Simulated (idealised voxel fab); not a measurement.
process module | voxel ribs on slabs
cross-section cut | 260 nm wide | cells 5 nm
A cross-section is a grid of square cells, given in bands from the top down. A band is one or more rows of cells.
Each band's line starts with the height of the band's top and of its bottom, in nm. Then come its materials from left to right, each with its width in nm. One material with "throughout" fills the band from edge to edge. "air" is empty space.
Height 0 is the level under which the wafer as received is all one material. The lowest band goes on downwards, as in "0 down".
A width such as "30 to 40" changes by the same amount from each row of cells to the next, from the band's top row to its bottom row.
"no change" after a step means that no cell of the cross-section changed.
closed voids: empty space of 8 cells or more with no open way to the top, each as width x height at its distance from the left edge, in nm
after a step's settings: what the simulator itself notes on the step
overlay nm, on a step with a mask: how far to the right of its planned place the mask lay; to the left if negative
plan
1 op RECEIVE | material Si
2 op DIRECTIONAL_DEP | material SiO2 | thk nm 25
3 op DIRECTIONAL_DEP | material SiN | thk nm 20
4 op DIRECTIONAL_DEP | material aC | thk nm 15
5 op PATTERN | tone cover | mask id RIB | material resist | width nm 25 | thk nm 30 | overlay nm 0
6 op DIRECTIONAL_ETCH | etch materials aC | depth nm 15
7 op STRIP | etch materials resist
8 op DIRECTIONAL_ETCH | etch materials SiN | depth nm 15
9 op STRIP | etch materials aC
10 op DIRECTIONAL_DEP | material aC | thk nm 10
11 op PATTERN | tone cover | mask id SLAB | material resist | width nm 75 | thk nm 30 | overlay nm 0
12 op DIRECTIONAL_ETCH | etch materials aC | depth nm 10
13 op STRIP | etch materials resist
14 op DIRECTIONAL_ETCH | etch materials SiN | depth nm 5
15 op STRIP | etch materials aC
16 op FILL_DEP | material SiO2 | thk nm 25
17 op CMP | height nm 65
18 op DIRECTIONAL_DEP | material TiN | thk nm 10
19 op MASKED_ETCH | tone cover | mask id HEATER | width nm 35 | etch materials TiN | depth nm 10 | overlay nm 0
20 op CONFORMAL_DEP | material SiO2 | thk nm 5
first wafer, as planned
as received, after step 1
  0 down: Si throughout
  closed voids: none
after step 2
  25 to 0: SiO2 throughout
  below 0: unchanged
after step 3
  45 to 25: SiN throughout
  below 25: unchanged
after step 4
  60 to 45: aC throughout
  below 45: unchanged
after step 5
  90 to 60: air 115 | resist 25 | air 120
  below 60: unchanged
after step 6
  75 to 60: air 115 | resist 25 | air 120
  60 to 45: air 115 | aC 25 | air 120
  below 45: unchanged
after step 7
  60 to 45: air 115 | aC 25 | air 120
  below 45: unchanged
after step 8
  60 to 45: air 115 | aC 25 | air 120
  45 to 30: air 115 | SiN 25 | air 120
  below 30: unchanged
after step 9
  45 to 30: air 115 | SiN 25 | air 120
  below 30: unchanged
after step 10
  55 to 45: air 115 | aC 25 | air 120
  45 to 40: air 115 | SiN 25 | air 120
  40 to 30: aC 115 | SiN 25 | aC 120
  below 30: unchanged
after step 11
  85 to 55: air 90 | resist 75 | air 95
  55 to 45: air 90 | resist 25 | aC 25 | resist 25 | air 95
  45 to 40: air 90 | resist 25 | SiN 25 | resist 25 | air 95
  below 40: unchanged
after step 12
  75 to 55: air 90 | resist 75 | air 95
  55 to 45: air 90 | resist 25 | aC 25 | resist 25 | air 95
  45 to 40: air 90 | resist 25 | SiN 25 | resist 25 | air 95
  40 to 30: air 90 | aC 25 | SiN 25 | aC 25 | air 95
  below 30: unchanged
after step 13
  55 to 45: air 115 | aC 25 | air 120
  45 to 40: air 115 | SiN 25 | air 120
  below 40: unchanged
after step 14
  55 to 45: air 115 | aC 25 | air 120
  45 to 40: air 115 | SiN 25 | air 120
  40 to 30: air 90 | aC 25 | SiN 25 | aC 25 | air 95
  30 to 25: air 90 | SiN 75 | air 95
  below 25: unchanged
after step 15
  45 to 30: air 115 | SiN 25 | air 120
  below 30: unchanged
after step 16
  70 to 45: SiO2 throughout
  45 to 30: SiO2 115 | SiN 25 | SiO2 120
  30 to 25: SiO2 90 | SiN 75 | SiO2 95
  below 25: unchanged
after step 17
  65 to 45: SiO2 throughout
  below 45: unchanged
after step 18
  75 to 65: TiN throughout
  below 65: unchanged
after step 19
  75 to 65: air 110 | TiN 35 | air 115
  below 65: unchanged
after step 20
  80 to 75: air 105 | SiO2 45 | air 110
  75 to 70: air 105 | SiO2 5 | TiN 35 | SiO2 5 | air 110
  70 to 65: SiO2 110 | TiN 35 | SiO2 115
  below 65: unchanged
second wafer: like start, like plan, one mistake. Through step 4 it matches the first wafer
when step 5 should have ended
  90 to 60: air 110 | resist 25 | air 125
  below 60: unchanged
when step 6 should have ended
  75 to 60: air 110 | resist 25 | air 125
  60 to 45: air 110 | aC 25 | air 125
  below 45: unchanged
when step 7 should have ended
  60 to 45: air 110 | aC 25 | air 125
  below 45: unchanged
when step 8 should have ended
  60 to 45: air 110 | aC 25 | air 125
  45 to 30: air 110 | SiN 25 | air 125
  below 30: unchanged
when step 9 should have ended
  45 to 30: air 110 | SiN 25 | air 125
  below 30: unchanged
when step 10 should have ended
  55 to 45: air 110 | aC 25 | air 125
  45 to 40: air 110 | SiN 25 | air 125
  40 to 30: aC 110 | SiN 25 | aC 125
  below 30: unchanged
when step 11 should have ended
  85 to 55: air 90 | resist 75 | air 95
  55 to 45: air 90 | resist 20 | aC 25 | resist 30 | air 95
  45 to 40: air 90 | resist 20 | SiN 25 | resist 30 | air 95
  below 40: unchanged
when step 12 should have ended
  75 to 55: air 90 | resist 75 | air 95
  55 to 45: air 90 | resist 20 | aC 25 | resist 30 | air 95
  45 to 40: air 90 | resist 20 | SiN 25 | resist 30 | air 95
  40 to 30: air 90 | aC 20 | SiN 25 | aC 30 | air 95
  below 30: unchanged
when step 13 should have ended
  55 to 45: air 110 | aC 25 | air 125
  45 to 40: air 110 | SiN 25 | air 125
  below 40: unchanged
when step 14 should have ended
  55 to 45: air 110 | aC 25 | air 125
  45 to 40: air 110 | SiN 25 | air 125
  40 to 30: air 90 | aC 20 | SiN 25 | aC 30 | air 95
  30 to 25: air 90 | SiN 75 | air 95
  below 25: unchanged
when step 15 should have ended
  45 to 30: air 110 | SiN 25 | air 125
  below 30: unchanged
when step 16 should have ended
  70 to 45: SiO2 throughout
  45 to 30: SiO2 110 | SiN 25 | SiO2 125
  30 to 25: SiO2 90 | SiN 75 | SiO2 95
  below 25: unchanged
when step 17 should have ended
  65 to 45: SiO2 throughout
  below 45: unchanged
when step 18 should have ended
  75 to 65: TiN throughout
  below 65: unchanged
when step 19 should have ended
  75 to 65: air 110 | TiN 35 | air 115
  below 65: unchanged
when step 20 should have ended
  80 to 75: air 105 | SiO2 45 | air 110
  75 to 70: air 105 | SiO2 5 | TiN 35 | SiO2 5 | air 110
  70 to 65: SiO2 110 | TiN 35 | SiO2 115
  below 65: unchanged
what went wrong: step 5 ran as: op PATTERN | tone cover | mask id RIB | material resist | width nm 25 | thk nm 30 | overlay nm -5
at the end the second wafer has, in cells: as many of each material as the first, in other places
